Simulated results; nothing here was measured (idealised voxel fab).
This section sets out a process module, namely voxel ribs on slabs.
This is section cut - it's 175 nm across, gridded in 5 nm square cells.
Square cells in a grid make up a cross-section in this document, and the grid is given as bands, listed from the top down, each one or more rows of cells.
Top, bottom (nm), then materials left to right with widths (nm); lone material tagged "throughout" fills the whole band edge to edge; "empty" = empty space.
Measure heights from 0. That's the level where, below it, the as-received wafer is all one material. The lowest band is bottomless and extends downward; write it as in "0 -> down".
The width entry "30 to 40" should be interpreted row by row: the top row of cells in the band takes the first number, the bottom row takes the second number, and the change between adjacent rows is uniform throughout.
"changes: none" -> step changed no cross-section cell.
Closed-off voids of 8+ cells (no open route to the top) go in "Entrapped voids", written width x height at distance from the left edge, in nm.
On a step's line, text after the settings is the simulator commenting on that step.
overlay nm, on a step with a mask: how far to the right of its planned place the mask lay; to the left if negative
# Below is the list of planned process steps
1. RECEIVE (material Si)
2. DIRECTIONAL_DEP (material SiO2; thk nm 25)
3. DIRECTIONAL_DEP (material SiN; thk nm 15)
4. MASKED_ETCH (tone cover; mask id RIB; width nm 30; etch materials SiN; depth nm 10; overlay nm 0)
5. DIRECTIONAL_DEP (material aC; thk nm 10)
6. PATTERN (tone cover; mask id SLAB; material resist; width nm 60; thk nm 30; overlay nm 0)
7. DIRECTIONAL_ETCH (etch materials aC; depth nm 10)
8. STRIP (etch materials resist)
9. DIRECTIONAL_ETCH (etch materials SiN; depth nm 5)
10. STRIP (etch materials aC)
11. FILL_DEP (material SiO2; thk nm 20)
12. CMP (height nm 55)
13. DIRECTIONAL_DEP (material TiN; thk nm 10)
14. MASKED_ETCH (tone cover; mask id HEATER; width nm 40; etch materials TiN; depth nm 10; overlay nm 0)
15. CONFORMAL_DEP (material SiN; thk nm 10)
# As-received wafer cross-section (after step 1)
* 0 -> down  Si throughout
* Entrapped voids: none
# Wafer at module end, in section. Began as above, planned as above, run with one mistake
* 75 -> 65  empty=55  SiN=60  empty=60
* 65 -> 55  SiN=65  TiN=40  SiN=70
* 55 -> 40  SiO2 throughout
* 40 -> 25  TiN throughout
* 25 -> 0  SiO2 throughout
* 0 -> down  Si throughout
* Entrapped voids: none
what went wrong: step 3, actual vs plan mismatch, actual run DIRECTIONAL_DEP (material TiN; thk nm 15)
